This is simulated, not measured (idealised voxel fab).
Name of the process module below: voxel ribs on slabs
Cross-sectional view cut (width: 270 nm; square cell size: 5 nm).
Cross-section spec: square-cell grid; bands listed top down; each band is one or more rows. Each band's line starts with the height of the band's top and of its bottom, in nm. Then come its materials from left to right, each with its width in nm. One material with "throughout" fills the band from edge to edge. "blank" is empty space. A quick word on heights: they are counted from 0, and under that level the wafer as it came to us is one material throughout. The lowest band is different from the rest in having no bottom; it simply continues downward, written as in "from 0 down". A width given as "30->40" starts at the first number in the band's top row and ends at the second number in its bottom row, shifting by an equal amount at every step from row to row. Key: "stayed the same" - step with no changed cell in the cross-section. Entry "Sealed-off cavities" = empty spaces >= 8 cells with no open way to the top; each as width x height at distance, distance from left edge, all nm. Heads up: the bit after the settings on a step's line is the simulator's remark on that step. "overlay nm" answers the question of how far to the right of plan the mask lay on a step that has a mask, and when it is negative the answer is to the left.
### Listed below are the process steps as planned
step 1: RECEIVE: material Si
step 2: DIRECTIONAL_DEP: material SiO2, thk nm 20
step 3: DIRECTIONAL_DEP: material SiN, thk nm 15
step 4: MASKED_ETCH: tone cover, mask id RIB, width nm 15, etch materials SiN, depth nm 5, overlay nm 0
step 5: DIRECTIONAL_DEP: material aC, thk nm 10
step 6: PATTERN: tone cover, mask id SLAB, material resist, width nm 65, thk nm 30, overlay nm 0
step 7: DIRECTIONAL_ETCH: etch materials aC, depth nm 10
step 8: STRIP: etch materials resist
step 9: DIRECTIONAL_ETCH: etch materials SiN, depth nm 10
step 10: STRIP: etch materials aC
step 11: FILL_DEP: material SiO2, thk nm 20
step 12: CMP: height nm 50
step 13: DIRECTIONAL_DEP: material W, thk nm 5
step 14: PATTERN: tone cover, mask id HEATER, material resist, width nm 25, thk nm 20, overlay nm 0
step 15: DIRECTIONAL_ETCH: etch materials W, depth nm 5
step 16: STRIP: etch materials resist
step 17: CONFORMAL_DEP: material SiO2, thk nm 10
### Here's what the wafer looked like in cross-section when it arrived - that's after step 1
> from 0 down = Si throughout
> Sealed-off cavities: none
### Look at the cross-section after the module: the wafer started out the way shown above and the plan was the one shown above, yet one mistake was made along the way
> from 65 to 60 = blank (110), then SiO2 (45), then blank (115)
> from 60 to 55 = SiO2 throughout
> from 55 to 50 = SiO2 (120), then W (25), then SiO2 (125)
> from 50 to 20 = SiN throughout
> from 20 to 0 = SiO2 throughout
> from 0 down = Si throughout
> Sealed-off cavities: none
Diagnosis: step 11 changed vs plan, executed as FILL_DEP: material SiN, thk nm 20
